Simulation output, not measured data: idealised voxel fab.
The document below concerns the process module designated voxel gate over fins.
The width of the displayed cross-section, cut, is 295 nm; its cells are square, with a size of 5 nm.
Think of the cross-section as a grid of square cells. We describe it in bands, top to bottom, and each band covers one or more rows of those cells. Look at the band entry: it leads with the top's height and the bottom's height in nm. Then it lists the materials left to right, with a width in nm for each. The word "full width" on a single material says that material fills the band edge to edge. The word "empty" is empty space. Heights are measured from 0, the level below which the as-received wafer is all one material; the lowest band has no bottom and continues downward, written as in "0 and below". It should be noted that a width expressed as "30..40" varies in equal increments from row to row of cells within the band, taking the value of the first number at the top row and that of the second number at the bottom row. A step reported as "no alterations made" is a step in which no cell of the cross-section changed. What "Enclosed internal voids" gives you is every empty space of 8 cells or more that is cut off from the top. Each appears as width x height at distance, with the distance taken from the left edge and width, height and distance all in nm. Text after the settings on a step's line: the simulator's own remark on that step. overlay nm: how far to the right of its planned place the mask lay on this masked step (negative: to the left).

[Below is the list of planned process steps]
- 1: RECEIVE, material Si
- 2: CONFORMAL_DEP, material SiN, thk nm 10
- 3: MASKED_ETCH, tone cover, mask id FINS, width nm 15, pitch nm 40, etch materials SiN, depth nm 10, overlay nm 0
- 4: MASKED_ETCH, tone cover, mask id FINS, width nm 15, pitch nm 40, etch materials Si, depth nm 35, overlay nm 0
- 5: FILL_DEP, material SiO2, thk nm 15
- 6: CMP, height nm 10
- 7: SELECTIVE_ETCH, etch materials SiO2, depth nm 25
- 8: STRIP, etch materials SiN
- 9: CONFORMAL_DEP, material HfO2, thk nm 5
- 10: CONFORMAL_DEP, material TiN, thk nm 5
- 11: CONFORMAL_DEP, material TiAl, thk nm 5
- 12: CONFORMAL_DEP, material TiN, thk nm 5
- 13: FILL_DEP, material W, thk nm 10
- 14: CMP, height nm 25
- 15: CONFORMAL_DEP, material SiCN, thk nm 5

[Cross-section of the wafer as it came to us, i.e., already through step 1]
- 0 and below: Si full width
- Enclosed internal voids: none

[The first of the two wafers as seen in cross-section once the module was finished; processing followed the plan]
- 30 down to 25: SiCN full width
- 25 down to 20: W full width
- 20 down to 15: 80 W, then 135 TiN, then 80 W
- 15 down to 10: 80 W, then 5 TiN, then 125 TiAl, then 5 TiN, then 80 W
- 10 down to 5: 80 W, then 5 TiN, then 5 TiAl, then 35 TiN, then 5 TiAl, then 35 TiN, then 5 TiAl, then 35 TiN, then 5 TiAl, then 5 TiN, then 80 W
- 5 down to 0: 85 TiN, then 5 TiAl, then 5 TiN, then 25 HfO2, then 5 TiN, then 5 TiAl, then 5 TiN, then 25 HfO2, then 5 TiN, then 5 TiAl, then 5 TiN, then 25 HfO2, then 5 TiN, then 5 TiAl, then 85 TiN
- 0 down to -5: 90 TiAl, then 5 TiN, then 5 HfO2, then 15 Si, then 5 HfO2, then 5 TiN, then 5 TiAl, then 5 TiN, then 5 HfO2, then 15 Si, then 5 HfO2, then 5 TiN, then 5 TiAl, then 5 TiN, then 5 HfO2, then 15 Si, then 5 HfO2, then 5 TiN, then 90 TiAl
- -5 down to -10: 95 TiN, then 5 HfO2, then 15 Si, then 5 HfO2, then 15 TiN, then 5 HfO2, then 15 Si, then 5 HfO2, then 15 TiN, then 5 HfO2, then 15 Si, then 5 HfO2, then 95 TiN
- -10 down to -15: 100 HfO2, then 15 Si, then 25 HfO2, then 15 Si, then 25 HfO2, then 15 Si, then 100 HfO2
- -15 down to -35: 100 SiO2, then 15 Si, then 25 SiO2, then 15 Si, then 25 SiO2, then 15 Si, then 100 SiO2
- -35 and below: Si full width
- Enclosed internal voids: none

[Cross-section, second wafer: same start as the first, same plan as the first, one mistake in running it; taken at the end of the module]
- 30 down to 25: SiCN full width
- 25 down to 15: 70 W, then 5 TiN, then 145 TiAl, then 5 TiN, then 70 W
- 15 down to 10: 75 TiN, then 145 TiAl, then 75 TiN
- 10 down to 5: 90 TiAl, then 35 TiN, then 5 TiAl, then 35 TiN, then 5 TiAl, then 35 TiN, then 90 TiAl
- 5 down to 0: 90 TiAl, then 5 TiN, then 25 HfO2, then 5 TiN, then 5 TiAl, then 5 TiN, then 25 HfO2, then 5 TiN, then 5 TiAl, then 5 TiN, then 25 HfO2, then 5 TiN, then 90 TiAl
- 0 down to -5: 90 TiAl, then 5 TiN, then 5 HfO2, then 15 Si, then 5 HfO2, then 5 TiN, then 5 TiAl, then 5 TiN, then 5 HfO2, then 15 Si, then 5 HfO2, then 5 TiN, then 5 TiAl, then 5 TiN, then 5 HfO2, then 15 Si, then 5 HfO2, then 5 TiN, then 90 TiAl
- -5 down to -10: 95 TiN, then 5 HfO2, then 15 Si, then 5 HfO2, then 15 TiN, then 5 HfO2, then 15 Si, then 5 HfO2, then 15 TiN, then 5 HfO2, then 15 Si, then 5 HfO2, then 95 TiN
- -10 down to -15: 100 HfO2, then 15 Si, then 25 HfO2, then 15 Si, then 25 HfO2, then 15 Si, then 100 HfO2
- -15 down to -35: 100 SiO2, then 15 Si, then 25 SiO2, then 15 Si, then 25 SiO2, then 15 Si, then 100 SiO2
- -35 and below: Si full width
- Enclosed internal voids: none
The mistake made against the process plan was this: step 11 did not use the planned setting and instead ran as CONFORMAL_DEP, material TiAl, thk nm 15
It is noted that, at the conclusion of processing, the second wafer exhibits a higher or lower cell count for certain materials relative to the first: +130 TiAl | -31 TiN | -99 W
